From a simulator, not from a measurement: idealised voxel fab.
The process module that follows is named voxel wiring stack.
Square cell edge 5 nm, section width 280 nm, ID cut.
Throughout this document, each cross-section is represented as a grid of square cells and is presented as a sequence of bands enumerated from the top downward, where a band comprises one or more rows of cells.
For a band, the entry starts with two heights in nm, that of the top and then that of the bottom, and carries on with the band's materials in order from left to right, each alongside its width in nm; the word "all across" beside a single material means it fills the band edge to edge, and "air" means empty space.
Zero point of the height axis is 0; under it, received wafer = one material. Lowest band: continues down indefinitely, "from 0 down".
When a width is written as two numbers, as in "30->40", the first number is the width in the top row of cells of the band and the second is the width in its bottom row, and the width changes by the same amount from each row to the next.
"no change occurred" -> step changed no cross-section cell.
Closed empty spaces (no open way to the top) of 8 cells or more are what "Sealed internal voids" lists, each as width x height at distance from the left edge, nm for all three.
It should be noted that, on the line of a given step, the content following the step's settings is a remark produced by the simulator itself with respect to that step.
"overlay nm" answers the question of how far to the right of plan the mask lay on a step that has a mask, and when it is negative the answer is to the left.

The process steps that were planned are listed below:
1. RECEIVE (material Si)
2. CONFORMAL_DEP (material SiO2; thk nm 10)
3. CONFORMAL_DEP (material SiN; thk nm 5)
4. DIRECTIONAL_DEP (material lowk; thk nm 25)
5. PATTERN (tone open; mask id METAL_1; material resist; width nm 25; pitch nm 40; thk nm 20; overlay nm 0)
6. DIRECTIONAL_ETCH (etch materials lowk; depth nm 25)
7. DIRECTIONAL_ETCH (etch materials SiN; depth nm 5)
8. STRIP (etch materials resist)
9. CONFORMAL_DEP (material TiN; thk nm 5)
10. FILL_DEP (material W; thk nm 5)
11. CMP (height nm 40)
12. CONFORMAL_DEP (material SiCN; thk nm 5)
13. DIRECTIONAL_DEP (material SiO2; thk nm 30)
14. PATTERN (tone open; mask id METAL_2_HOLES; material resist; width nm 15; pitch nm 40; thk nm 20; overlay nm 0)
15. DIRECTIONAL_ETCH (etch materials SiO2; depth nm 30)
16. STRIP (etch materials resist)
17. DIRECTIONAL_DEP (material aC; thk nm 15)
18. PATTERN (tone open; mask id METAL_2; material resist; width nm 25; pitch nm 40; thk nm 30; overlay nm 0)
19. DIRECTIONAL_ETCH (etch materials aC; depth nm 15)
20. STRIP (etch materials resist)
21. DIRECTIONAL_ETCH (etch materials SiO2; depth nm 15)
22. DIRECTIONAL_ETCH (etch materials SiCN; depth nm 5)
23. STRIP (etch materials aC)
24. CONFORMAL_DEP (material TiN; thk nm 5)
25. FILL_DEP (material Cu; thk nm 10)
26. CMP (height nm 75)
27. CONFORMAL_DEP (material SiCN; thk nm 5)
28. DIRECTIONAL_DEP (material lowk; thk nm 25)
29. PATTERN (tone open; mask id METAL_3_HOLES; material resist; width nm 15; pitch nm 40; thk nm 20; overlay nm 0)
30. DIRECTIONAL_ETCH (etch materials lowk; depth nm 25)
31. STRIP (etch materials resist)
32. DIRECTIONAL_DEP (material aC; thk nm 10)
33. PATTERN (tone open; mask id METAL_3; material resist; width nm 25; pitch nm 40; thk nm 30; overlay nm 0)
34. DIRECTIONAL_ETCH (etch materials aC; depth nm 10)
35. STRIP (etch materials resist)
36. DIRECTIONAL_ETCH (etch materials lowk; depth nm 15)
37. DIRECTIONAL_ETCH (etch materials SiCN; depth nm 5)
38. STRIP (etch materials aC)
39. CONFORMAL_DEP (material TiN; thk nm 5)
40. FILL_DEP (material Cu; thk nm 10)
41. CMP (height nm 95)
42. CONFORMAL_DEP (material SiCN; thk nm 5)
Be aware that, although all wafers share a common starting state, the height nm at step 41 differs among them, and the plan displays the first wafer's value.

The as-received cross-section of the first of several wafers corresponds to the state after step 1:
from 0 down: Si all across
Sealed internal voids: none

The cross-section of the first of several wafers is given below for the end of the module, after its final step, step 42:
from 100 to 95: SiCN all across
from 95 to 90: lowk (65) / TiN (5) / Cu (5) / TiN (15) / lowk (15) / TiN (5) / Cu (5) / TiN (15) / lowk (15) / TiN (5) / Cu (5) / TiN (15) / lowk (15) / TiN (5) / Cu (5) / TiN (15) / lowk (70)
from 90 to 80: lowk (65) / TiN (5) / Cu (5) / TiN (5) / lowk (25) / TiN (5) / Cu (5) / TiN (5) / lowk (25) / TiN (5) / Cu (5) / TiN (5) / lowk (25) / TiN (5) / Cu (5) / TiN (5) / lowk (80)
from 80 to 75: SiCN (65) / TiN (15) / SiCN (25) / TiN (15) / SiCN (25) / TiN (15) / SiCN (25) / TiN (15) / SiCN (80)
from 75 to 65: SiO2 (65) / TiN (5) / Cu (15) / TiN (5) / SiO2 (15) / TiN (5) / Cu (15) / TiN (5) / SiO2 (15) / TiN (5) / Cu (15) / TiN (5) / SiO2 (15) / TiN (5) / Cu (15) / TiN (5) / SiO2 (70)
from 65 to 60: SiO2 (65) / TiN (5) / Cu (5) / TiN (15) / SiO2 (15) / TiN (5) / Cu (5) / TiN (15) / SiO2 (15) / TiN (5) / Cu (5) / TiN (15) / SiO2 (15) / TiN (5) / Cu (5) / TiN (15) / SiO2 (70)
from 60 to 45: SiO2 (65) / TiN (5) / Cu (5) / TiN (5) / SiO2 (25) / TiN (5) / Cu (5) / TiN (5) / SiO2 (25) / TiN (5) / Cu (5) / TiN (5) / SiO2 (25) / TiN (5) / Cu (5) / TiN (5) / SiO2 (80)
from 45 to 40: SiCN (65) / TiN (15) / SiCN (25) / TiN (15) / SiCN (25) / TiN (15) / SiCN (25) / TiN (15) / SiCN (80)
from 40 to 15: lowk (65) / TiN (5) / W (15) / TiN (5) / lowk (15) / TiN (5) / W (15) / TiN (5) / lowk (15) / TiN (5) / W (15) / TiN (5) / lowk (15) / TiN (5) / W (15) / TiN (5) / lowk (70)
from 15 to 10: SiN (65) / TiN (25) / SiN (15) / TiN (25) / SiN (15) / TiN (25) / SiN (15) / TiN (25) / SiN (70)
from 10 to 0: SiO2 all across
from 0 down: Si all across
Sealed internal voids: none

End of module, last wafer sectioned:
from 125 to 120: SiCN all across
from 120 to 110: Cu all across
from 110 to 105: TiN (70) / Cu (15) / TiN (25) / Cu (15) / TiN (25) / Cu (15) / TiN (25) / Cu (15) / TiN (75)
from 105 to 95: lowk (65) / TiN (5) / Cu (15) / TiN (5) / lowk (15) / TiN (5) / Cu (15) / TiN (5) / lowk (15) / TiN (5) / Cu (15) / TiN (5) / lowk (15) / TiN (5) / Cu (15) / TiN (5) / lowk (70)
from 95 to 90: lowk (65) / TiN (5) / Cu (5) / TiN (15) / lowk (15) / TiN (5) / Cu (5) / TiN (15) / lowk (15) / TiN (5) / Cu (5) / TiN (15) / lowk (15) / TiN (5) / Cu (5) / TiN (15) / lowk (70)
from 90 to 80: lowk (65) / TiN (5) / Cu (5) / TiN (5) / lowk (25) / TiN (5) / Cu (5) / TiN (5) / lowk (25) / TiN (5) / Cu (5) / TiN (5) / lowk (25) / TiN (5) / Cu (5) / TiN (5) / lowk (80)
from 80 to 75: SiCN (65) / TiN (15) / SiCN (25) / TiN (15) / SiCN (25) / TiN (15) / SiCN (25) / TiN (15) / SiCN (80)
from 75 to 65: SiO2 (65) / TiN (5) / Cu (15) / TiN (5) / SiO2 (15) / TiN (5) / Cu (15) / TiN (5) / SiO2 (15) / TiN (5) / Cu (15) / TiN (5) / SiO2 (15) / TiN (5) / Cu (15) / TiN (5) / SiO2 (70)
from 65 to 60: SiO2 (65) / TiN (5) / Cu (5) / TiN (15) / SiO2 (15) / TiN (5) / Cu (5) / TiN (15) / SiO2 (15) / TiN (5) / Cu (5) / TiN (15) / SiO2 (15) / TiN (5) / Cu (5) / TiN (15) / SiO2 (70)
from 60 to 45: SiO2 (65) / TiN (5) / Cu (5) / TiN (5) / SiO2 (25) / TiN (5) / Cu (5) / TiN (5) / SiO2 (25) / TiN (5) / Cu (5) / TiN (5) / SiO2 (25) / TiN (5) / Cu (5) / TiN (5) / SiO2 (80)
from 45 to 40: SiCN (65) / TiN (15) / SiCN (25) / TiN (15) / SiCN (25) / TiN (15) / SiCN (25) / TiN (15) / SiCN (80)
from 40 to 15: lowk (65) / TiN (5) / W (15) / TiN (5) / lowk (15) / TiN (5) / W (15) / TiN (5) / lowk (15) / TiN (5) / W (15) / TiN (5) / lowk (15) / TiN (5) / W (15) / TiN (5) / lowk (70)
from 15 to 10: SiN (65) / TiN (25) / SiN (15) / TiN (25) / SiN (15) / TiN (25) / SiN (15) / TiN (25) / SiN (70)
from 10 to 0: SiO2 all across
from 0 down: Si all across
Sealed internal voids: none

Per wafer, end of module: cells gained (+) or lost (-) per material since receipt, then closed voids:
height nm 95 | +52 Cu | +144 SiCN | +36 SiN | +352 SiO2 | +172 TiN | +60 W | +304 lowk | Sealed internal voids: none
height nm 100 | +64 Cu | +144 SiCN | +36 SiN | +352 SiO2 | +180 TiN | +60 W | +340 lowk | Sealed internal voids: none
height nm 105 | +76 Cu | +144 SiCN | +36 SiN | +352 SiO2 | +188 TiN | +60 W | +376 lowk | Sealed internal voids: none
height nm 110 | +88 Cu | +144 SiCN | +36 SiN | +352 SiO2 | +232 TiN | +60 W | +376 lowk | Sealed internal voids: none
height nm 115 | +144 Cu | +144 SiCN | +36 SiN | +352 SiO2 | +232 TiN | +60 W | +376 lowk | Sealed internal voids: none
height nm 120 | +200 Cu | +144 SiCN | +36 SiN | +352 SiO2 | +232 TiN | +60 W | +376 lowk | Sealed internal voids: none
